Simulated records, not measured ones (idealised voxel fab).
The following process module bears the name voxel trench capacitor.
For reference, the cross-section in this document is cut, with width 245 nm and square cells of 5 nm.
Reading order for cross-sections: top band down to bottom band. Underlying form: a grid of square cells. Band size: one or more rows of cells.
What a band's entry tells you: where the top is and where the bottom is, as heights in nm, and after that what lies inside, material by material from left to right, each with its width in nm. Empty space is written as the word "air", and a single material marked with the word "edge to edge" occupies the band from edge to edge.
Measure heights from 0. That's the level where, below it, the as-received wafer is all one material. The lowest band is bottomless and extends downward; write it as in "0 down".
With a width like "30 to 40", each row of cells in the band differs from the next by the same amount, the top row carrying the first number and the bottom row the second.
Take "identical to before" at face value: in the step it is given for, the cross-section changed in none of its cells.
Empty spaces without an open route to the top, at least 8 cells in extent, make up the entry "Closed void register"; each is given as width x height at distance, where the distance is measured from the left edge, and all are in nm.
Past the settings on a step's line: simulator remark, on that step.
A step's line can hold "overlay nm"; with a mask on that step, the setting says how far right of the planned place the mask lay, while a negative setting says it lay to the left.
## The steps planned for the process are as follows
step 1: RECEIVE with material Si
step 2: CONFORMAL_DEP with material SiN, thk nm 5
step 3: PATTERN with tone open, mask id TRENCH, material resist, width nm 25, pitch nm 45, thk nm 20, overlay nm 0
step 4: DIRECTIONAL_ETCH with etch materials SiN, depth nm 5
step 5: DIRECTIONAL_ETCH with etch materials Si, depth nm 35
step 6: STRIP with etch materials resist
step 7: CONFORMAL_DEP with material HfO2, thk nm 5
step 8: CONFORMAL_DEP with material TiN, thk nm 5
step 9: FILL_DEP with material W, thk nm 5
step 10: CMP with height nm 5
## The first of a set of two wafers, run to plan
## Cross-section, incoming material, after step 1
  0 down  Si edge to edge
  Closed void register: none
## Take a look at the wafer's cross-section after step 2
  5 to 0  SiN edge to edge
  Below a height of 0, the structure has not been altered.
## Take a look at the wafer's cross-section after step 3
  25 to 5  resist: 65 | air: 25 | resist: 20 | air: 25 | resist: 20 | air: 25 | resist: 65
  Below a height of 5, the structure has not been altered.
## Take a look at the wafer's cross-section after step 4
  25 to 5  resist: 65 | air: 25 | resist: 20 | air: 25 | resist: 20 | air: 25 | resist: 65
  5 to 0  SiN: 65 | air: 25 | SiN: 20 | air: 25 | SiN: 20 | air: 25 | SiN: 65
  Below a height of 0, the structure has not been altered.
## Take a look at the wafer's cross-section after step 5
  25 to 5  resist: 65 | air: 25 | resist: 20 | air: 25 | resist: 20 | air: 25 | resist: 65
  5 to 0  SiN: 65 | air: 25 | SiN: 20 | air: 25 | SiN: 20 | air: 25 | SiN: 65
  0 to -35  Si: 65 | air: 25 | Si: 20 | air: 25 | Si: 20 | air: 25 | Si: 65
  Below a height of -35, the structure has not been altered.
## Take a look at the wafer's cross-section after step 6
  5 to 0  SiN: 65 | air: 25 | SiN: 20 | air: 25 | SiN: 20 | air: 25 | SiN: 65
  Below a height of 0, the structure has not been altered.
## Take a look at the wafer's cross-section after step 7
  10 to 5  HfO2: 70 | air: 15 | HfO2: 30 | air: 15 | HfO2: 30 | air: 15 | HfO2: 70
  5 to 0  SiN: 65 | HfO2: 5 | air: 15 | HfO2: 5 | SiN: 20 | HfO2: 5 | air: 15 | HfO2: 5 | SiN: 20 | HfO2: 5 | air: 15 | HfO2: 5 | SiN: 65
  0 to -30  Si: 65 | HfO2: 5 | air: 15 | HfO2: 5 | Si: 20 | HfO2: 5 | air: 15 | HfO2: 5 | Si: 20 | HfO2: 5 | air: 15 | HfO2: 5 | Si: 65
  -30 to -35  Si: 65 | HfO2: 25 | Si: 20 | HfO2: 25 | Si: 20 | HfO2: 25 | Si: 65
  Below a height of -35, the structure has not been altered.
## Take a look at the wafer's cross-section after step 8
  15 to 10  TiN: 75 | air: 5 | TiN: 40 | air: 5 | TiN: 40 | air: 5 | TiN: 75
  10 to 5  HfO2: 70 | TiN: 5 | air: 5 | TiN: 5 | HfO2: 30 | TiN: 5 | air: 5 | TiN: 5 | HfO2: 30 | TiN: 5 | air: 5 | TiN: 5 | HfO2: 70
  5 to 0  SiN: 65 | HfO2: 5 | TiN: 5 | air: 5 | TiN: 5 | HfO2: 5 | SiN: 20 | HfO2: 5 | TiN: 5 | air: 5 | TiN: 5 | HfO2: 5 | SiN: 20 | HfO2: 5 | TiN: 5 | air: 5 | TiN: 5 | HfO2: 5 | SiN: 65
  0 to -25  Si: 65 | HfO2: 5 | TiN: 5 | air: 5 | TiN: 5 | HfO2: 5 | Si: 20 | HfO2: 5 | TiN: 5 | air: 5 | TiN: 5 | HfO2: 5 | Si: 20 | HfO2: 5 | TiN: 5 | air: 5 | TiN: 5 | HfO2: 5 | Si: 65
  -25 to -30  Si: 65 | HfO2: 5 | TiN: 15 | HfO2: 5 | Si: 20 | HfO2: 5 | TiN: 15 | HfO2: 5 | Si: 20 | HfO2: 5 | TiN: 15 | HfO2: 5 | Si: 65
  Below a height of -30, the structure has not been altered.
## Take a look at the wafer's cross-section after step 9
  20 to 15  W edge to edge
  15 to 10  TiN: 75 | W: 5 | TiN: 40 | W: 5 | TiN: 40 | W: 5 | TiN: 75
  10 to 5  HfO2: 70 | TiN: 5 | W: 5 | TiN: 5 | HfO2: 30 | TiN: 5 | W: 5 | TiN: 5 | HfO2: 30 | TiN: 5 | W: 5 | TiN: 5 | HfO2: 70
  5 to 0  SiN: 65 | HfO2: 5 | TiN: 5 | W: 5 | TiN: 5 | HfO2: 5 | SiN: 20 | HfO2: 5 | TiN: 5 | W: 5 | TiN: 5 | HfO2: 5 | SiN: 20 | HfO2: 5 | TiN: 5 | W: 5 | TiN: 5 | HfO2: 5 | SiN: 65
  0 to -25  Si: 65 | HfO2: 5 | TiN: 5 | W: 5 | TiN: 5 | HfO2: 5 | Si: 20 | HfO2: 5 | TiN: 5 | W: 5 | TiN: 5 | HfO2: 5 | Si: 20 | HfO2: 5 | TiN: 5 | W: 5 | TiN: 5 | HfO2: 5 | Si: 65
  Below a height of -25, the structure has not been altered.
## Take a look at the wafer's cross-section after step 10
  5 to 0  SiN: 65 | HfO2: 5 | TiN: 5 | W: 5 | TiN: 5 | HfO2: 5 | SiN: 20 | HfO2: 5 | TiN: 5 | W: 5 | TiN: 5 | HfO2: 5 | SiN: 20 | HfO2: 5 | TiN: 5 | W: 5 | TiN: 5 | HfO2: 5 | SiN: 65
  Below a height of 0, the structure has not been altered.
## Wafer two of two - same starting point, same process plan, one mistake in execution; matches wafer one up to and including step 1
## Cross-section of the second wafer at the time by which step 2 should have been completed according to the plan
  5 to 0  TiN edge to edge
  Below a height of 0, the structure has not been altered.
## Cross-section of the second wafer at the time by which step 3 should have been completed according to the plan
  25 to 5  resist: 65 | air: 25 | resist: 20 | air: 25 | resist: 20 | air: 25 | resist: 65
  Below a height of 5, the structure has not been altered.
Cross-section of the second wafer at the time by which step 4 should have been completed according to the plan: identical to before
Cross-section of the second wafer at the time by which step 5 should have been completed according to the plan: identical to before
## Cross-section of the second wafer at the time by which step 6 should have been completed according to the plan
  5 to 0  TiN edge to edge
  Below a height of 0, the structure has not been altered.
## Cross-section of the second wafer at the time by which step 7 should have been completed according to the plan
  10 to 5  HfO2 edge to edge
  Below a height of 5, the structure has not been altered.
## Cross-section of the second wafer at the time by which step 8 should have been completed according to the plan
  15 to 10  TiN edge to edge
  Below a height of 10, the structure has not been altered.
## Cross-section of the second wafer at the time by which step 9 should have been completed according to the plan
  20 to 15  W edge to edge
  Below a height of 15, the structure has not been altered.
## Cross-section of the second wafer at the time by which step 10 should have been completed according to the plan
  5 to 0  TiN edge to edge
  Below a height of 0, the structure has not been altered.
Deviation from plan: step 2 did not happen as planned, as run it was CONFORMAL_DEP with material TiN, thk nm 5
Final tally in cells, some materials are higher or lower on the second wafer than on the first: HfO2: 57 fewer; Si: 105 more; SiN: 34 fewer; TiN: 4 more; W: 18 fewer
